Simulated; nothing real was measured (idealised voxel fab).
You're looking at the process module voxel spacer lines.
Xsec cut, 225 nm wide, square cell size 5 nm.
Throughout this document, each cross-section is represented as a grid of square cells and is presented as a sequence of bands enumerated from the top downward, where a band comprises one or more rows of cells.
Top height, bottom height, nm. Materials left to right, width each, nm. Single material + "everywhere" = fills band edge to edge. "air" = empty.
The level at which height equals 0 is the one under which the wafer, as it arrives, is entirely one material. No lower edge exists for the bottom band, which continues downward and is notated as in "z 0 and below".
The two numbers in a width such as "30 to 40" mark its ends across the band: the first belongs to the top row of cells, the second to the bottom row, and from each row to the next the width moves by the same amount.
Reading "remained unchanged" for a step: not a cell of the cross-section changed in it.
For the entry "Sealed void list", the listed items are empty spaces with no open way to the top whose size is 8 cells or more; each item follows the pattern width x height at distance, where distance is from the left edge and all three are in nm.
Step line, after settings: the simulator's comment on this step.
"overlay nm" denotes, for a step that has a mask, the displacement of the mask to the right of its planned place, with negative values corresponding to the left.
Process steps (planned):
1,op RECEIVE | material Si
2,op CONFORMAL_DEP | material Al2O3 | thk nm 10
3,op DIRECTIONAL_DEP | material W | thk nm 15
4,op DIRECTIONAL_DEP | material aC | thk nm 25
5,op PATTERN | tone cover | mask id MANDREL | material resist | width nm 15 | pitch nm 80 | thk nm 30 | overlay nm 0
6,op DIRECTIONAL_ETCH | etch materials aC | depth nm 25
7,op STRIP | etch materials resist
8,op CONFORMAL_DEP | material SiO2 | thk nm 15
9,op DIRECTIONAL_ETCH | etch materials SiO2 | depth nm 15
10,op STRIP | etch materials aC
11,op DIRECTIONAL_ETCH | etch materials W | depth nm 15
12,op STRIP | etch materials SiO2
Split variable: width nm, step 5. Plan value = first wafer. Wafers start alike.
After step 1, as received: first of several wafers, cross-section:
    z 0 and below = Si everywhere
    Sealed void list: none
Per wafer, end of module: cells gained (+) or lost (-) per material since receipt, then closed voids:
width nm 15; +90 Al2O3; +54 W; Sealed void list: none
width nm 20; +90 Al2O3; +54 W; Sealed void list: none
width nm 25; +90 Al2O3; +54 W; Sealed void list: none
width nm 30; +90 Al2O3; +54 W; Sealed void list: none
width nm 35; +90 Al2O3; +54 W; Sealed void list: none
